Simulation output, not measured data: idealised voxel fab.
The process module presented herein is designated voxel released beams.
cross-section cut | 275 nm wide | cells 5 nm
Bands, listed from the top down, are how a cross-section gets written in this document; the cross-section itself is a grid of square cells, and a band is one or more rows of them. Basically the band line says how high the top is and how high the bottom is, in nm, and then what's in it from left to right, every material with its width in nm. Empty space shows up as "empty", and if a single material carries "full width" it runs the full band edge to edge. The level at which height equals 0 is the one under which the wafer, as it arrives, is entirely one material. No lower edge exists for the bottom band, which continues downward and is notated as in "from 0 down". Width spec "30->40" -> top row of cells at first value, bottom row at second value, equal per-row change in between. "identical to before" -> step changed no cross-section cell. The label "Sealed-off cavities" introduces a list of the empty spaces, 8 cells or larger, that have no open way up to the top; each entry in it reads width x height at distance, where the distance is taken from the left edge and all three are stated in nm. Anything after a step's settings on that line? It's the simulator's own note about the step. overlay nm: right-of-plan distance of the mask on a masked step; negative values mean left-of-plan.
Planned process steps:
1,RECEIVE with material Si
2,CONFORMAL_DEP with material SiN, thk nm 10
3,DIRECTIONAL_DEP with material SiO2, thk nm 20
4,DIRECTIONAL_DEP with material aC, thk nm 15
5,PATTERN with tone open, mask id ANCHOR, material resist, width nm 20, thk nm 35, overlay nm 0
6,DIRECTIONAL_ETCH with etch materials aC, depth nm 15
7,STRIP with etch materials resist
8,DIRECTIONAL_ETCH with etch materials SiO2, depth nm 20
9,STRIP with etch materials aC
10,CONFORMAL_DEP with material TiN, thk nm 10
11,PATTERN with tone cover, mask id BEAM, material resist, width nm 75, thk nm 15, overlay nm 0
12,DIRECTIONAL_ETCH with etch materials TiN, depth nm 10
13,STRIP with etch materials resist
14,STRIP with etch materials SiO2
For this document, wafers share an identical start and vary in the step 5 width nm; the plan quotes the first wafer's value.
Received wafers, first of several: cross-section after step 1:
- from 0 down = Si full width
- Sealed-off cavities: none
Cross-sectional representation of the first of several wafers at the end of the module, i.e. after its terminal step, step 14:
- from 40 to 30 = empty=95  TiN=75  empty=105
- from 30 to 10 = empty=105  TiN=20  empty=150
- from 10 to 0 = SiN full width
- from 0 down = Si full width
- Sealed-off cavities: none
End of module, last wafer sectioned:
- from 40 to 30 = empty=95  TiN=10  empty=25  TiN=40  empty=105
- from 30 to 20 = empty=95  TiN=10  empty=25  TiN=10  empty=135
- from 20 to 10 = empty=95  TiN=45  empty=135
- from 10 to 0 = SiN full width
- from 0 down = Si full width
- Sealed-off cavities: none
Below is a per-wafer table. In it, each row describes the wafer at the end of the module by giving, for each material, the number of cells gained (+) or lost (-) since the wafer was received, and after that the closed voids of the wafer:
width nm 20 | +110 SiN | +46 TiN | Sealed-off cavities: none
width nm 25 | +110 SiN | +46 TiN | Sealed-off cavities: none
width nm 30 | +110 SiN | +46 TiN | Sealed-off cavities: none
width nm 35 | +110 SiN | +46 TiN | Sealed-off cavities: none
width nm 40 | +110 SiN | +46 TiN | Sealed-off cavities: none
width nm 45 | +110 SiN | +46 TiN | Sealed-off cavities: none
